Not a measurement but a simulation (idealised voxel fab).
process module | voxel capacitor over wiring
cross-section cut | 195 nm wide | cells 5 nm
A cross-section is a grid of square cells, given in bands from the top down. A band is one or more rows of cells.
Each band's line starts with the height of the band's top and of its bottom, in nm. Then come its materials from left to right, each with its width in nm. One material with "throughout" fills the band from edge to edge. "air" is empty space.
Height 0 is the level under which the wafer as received is all one material. The lowest band goes on downwards, as in "0 down".
A width such as "30 to 40" changes by the same amount from each row of cells to the next, from the band's top row to its bottom row.
"no change" after a step means that no cell of the cross-section changed.
closed voids: empty space of 8 cells or more with no open way to the top, each as width x height at its distance from the left edge, in nm
after a step's settings: what the simulator itself notes on the step
overlay nm, on a step with a mask: how far to the right of its planned place the mask lay; to the left if negative
plan
1 op RECEIVE | material Si
2 op CONFORMAL_DEP | material SiO2 | thk nm 15
3 op DIRECTIONAL_DEP | material TiN | thk nm 5
4 op DIRECTIONAL_DEP | material W | thk nm 15
5 op DIRECTIONAL_DEP | material aC | thk nm 15
6 op PATTERN | tone cover | mask id METAL_1 | material resist | width nm 20 | pitch nm 75 | thk nm 35 | overlay nm 0
7 op DIRECTIONAL_ETCH | etch materials aC | depth nm 15
8 op STRIP | etch materials resist
9 op DIRECTIONAL_ETCH | etch materials W | depth nm 15
10 op DIRECTIONAL_ETCH | etch materials TiN | depth nm 5
11 op STRIP | etch materials aC
12 op CONFORMAL_DEP | material SiCN | thk nm 5
13 op FILL_DEP | material lowk | thk nm 5
14 op CMP | height nm 35
15 op CONFORMAL_DEP | material SiCN | thk nm 5
16 op DIRECTIONAL_DEP | material lowk | thk nm 10
17 op DIRECTIONAL_DEP | material aC | thk nm 15
18 op PATTERN | tone open | mask id PLUG_1 | material resist | width nm 15 | thk nm 35 | overlay nm 0
19 op DIRECTIONAL_ETCH | etch materials aC | depth nm 15
20 op STRIP | etch materials resist
21 op DIRECTIONAL_ETCH | etch materials lowk | depth nm 10
22 op DIRECTIONAL_ETCH | etch materials SiCN | depth nm 5
23 op STRIP | etch materials aC
24 op EPI | material Ru | thk nm 10
25 op EPI | material Ru | thk nm 5
26 op DIRECTIONAL_DEP | material TiN | thk nm 5
27 op DIRECTIONAL_DEP | material Al2O3 | thk nm 5
28 op DIRECTIONAL_DEP | material TiN | thk nm 10
29 op MASKED_ETCH | tone cover | mask id UPPER_PLATE | width nm 60 | etch materials TiN | depth nm 10 | overlay nm 0
30 op MASKED_ETCH | tone cover | mask id UPPER_PLATE | width nm 60 | etch materials Al2O3 | depth nm 5 | overlay nm 0
31 op DIRECTIONAL_DEP | material aC | thk nm 15
32 op PATTERN | tone cover | mask id LOWER_PLATE | material resist | width nm 70 | thk nm 30 | overlay nm 0
33 op DIRECTIONAL_ETCH | etch materials aC | depth nm 15
34 op STRIP | etch materials resist
35 op DIRECTIONAL_ETCH | etch materials TiN | depth nm 5
36 op STRIP | etch materials aC
37 op FILL_DEP | material SiO2 | thk nm 20
38 op CMP | height nm 85
39 op MASKED_ETCH | tone open | mask id PLUG_2 | width nm 15 | etch materials SiO2 | depth nm 15 | overlay nm 0
40 op CONFORMAL_DEP | material TiN | thk nm 5
41 op FILL_DEP | material Cu | thk nm 5
42 op CMP | height nm 85
43 op CONFORMAL_DEP | material SiCN | thk nm 5
as received, after step 1
  0 down: Si throughout
  closed voids: none
a wafer at the end: this start, this plan, one mistake
  90 to 85: SiCN throughout
  85 to 75: SiO2 65 | TiN 5 | Cu 5 | TiN 5 | SiO2 115
  75 to 70: SiO2 65 | TiN 15 | SiO2 115
  70 to 60: SiO2 70 | TiN 45 | SiO2 80
  60 to 55: SiO2 55 | TiN 15 | Al2O3 45 | SiO2 80
  55 to 50: SiO2 50 | TiN 70 | SiO2 75
  50 to 45: lowk 55 | Al2O3 15 | lowk 125
  45 to 40: lowk 55 | TiN 15 | lowk 125
  40 to 35: SiCN 55 | Ru 15 | SiCN 125
  35 to 20: lowk 45 | SiCN 5 | W 20 | SiCN 5 | lowk 45 | SiCN 5 | W 20 | SiCN 5 | lowk 45
  20 to 15: SiCN 50 | TiN 20 | SiCN 55 | TiN 20 | SiCN 50
  15 to 0: SiO2 throughout
  0 down: Si throughout
  closed voids: none
what went wrong: step 24 was left out
